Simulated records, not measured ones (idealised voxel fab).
This is a process module. Its name is voxel spacer lines.
In the cross-section labelled cut, the width is 195 nm and each square cell is 5 nm.
Think of the cross-section as a grid of square cells. We describe it in bands, top to bottom, and each band covers one or more rows of those cells. It is stipulated that each band's entry specify, in nanometres, the height of the top of the band and then that of its bottom, followed by the materials of the band in left-to-right sequence, each together with its width in nanometres. A single material marked by the word "throughout" is understood to fill the band from edge to edge; the word "blank" is understood to denote empty space. Where do heights start? At 0: under that level the wafer as delivered is made of one material only. And the lowest band has no floor; it just carries on downward, as in "0..down". The notation "30 to 40" denotes a width that varies across the rows of cells in the band, beginning at the first number in the top row, finishing at the second number in the bottom row, and changing by an identical amount from each row to the next. It should be understood that the words "stayed the same", when stated for a given step, signify that the cross-section underwent no change in any of its cells during that step. "Sealed voids": empty spaces of 8 cells or more with no open way to the top, each given as width x height at distance, distance from the left edge, all in nm. The remark found on a step's line after its settings is issued by the simulator itself and pertains to that step. If you see "overlay nm" on a step's line and that step has a mask, it's telling you how far right of where it was planned the mask ended up; a negative number means it went left instead.
Planned process steps
1 op RECEIVE | material Si
2 op CONFORMAL_DEP | material SiO2 | thk nm 10
3 op DIRECTIONAL_DEP | material polySi | thk nm 10
4 op DIRECTIONAL_DEP | material aC | thk nm 30
5 op PATTERN | tone cover | mask id MANDREL | material resist | width nm 25 | pitch nm 70 | thk nm 35 | overlay nm 0
6 op DIRECTIONAL_ETCH | etch materials aC | depth nm 30
7 op STRIP | etch materials resist
8 op CONFORMAL_DEP | material SiN | thk nm 10
9 op DIRECTIONAL_ETCH | etch materials SiN | depth nm 10
10 op STRIP | etch materials aC
11 op DIRECTIONAL_ETCH | etch materials polySi | depth nm 10
12 op STRIP | etch materials SiN
as received, after step 1
* 0..down  Si throughout
* Sealed voids: none
Looking at the first of two wafers in cross-section at end of module - ran to plan
* 20..10  blank (5); polySi (10); blank (25); polySi (10); blank (25); polySi (10); blank (25); polySi (10); blank (25); polySi (10); blank (25); polySi (10); blank (5)
* 10..0  SiO2 throughout
* 0..down  Si throughout
* Sealed voids: none
Here's the second of our two wafers sectioned at module end. Same start as the first, same plan, but one mistake got made running it
* 10..0  blank (5); polySi (10); blank (25); polySi (10); blank (25); polySi (10); blank (25); polySi (10); blank (25); polySi (10); blank (25); polySi (10); blank (5)
* 0..down  Si throughout
* Sealed voids: none
Against the plan, the run slipped here: the plan's step 2 went unexecuted, having been skipped
The second wafer ends with more or fewer cells of some materials than the first, per final count: SiO2 -78
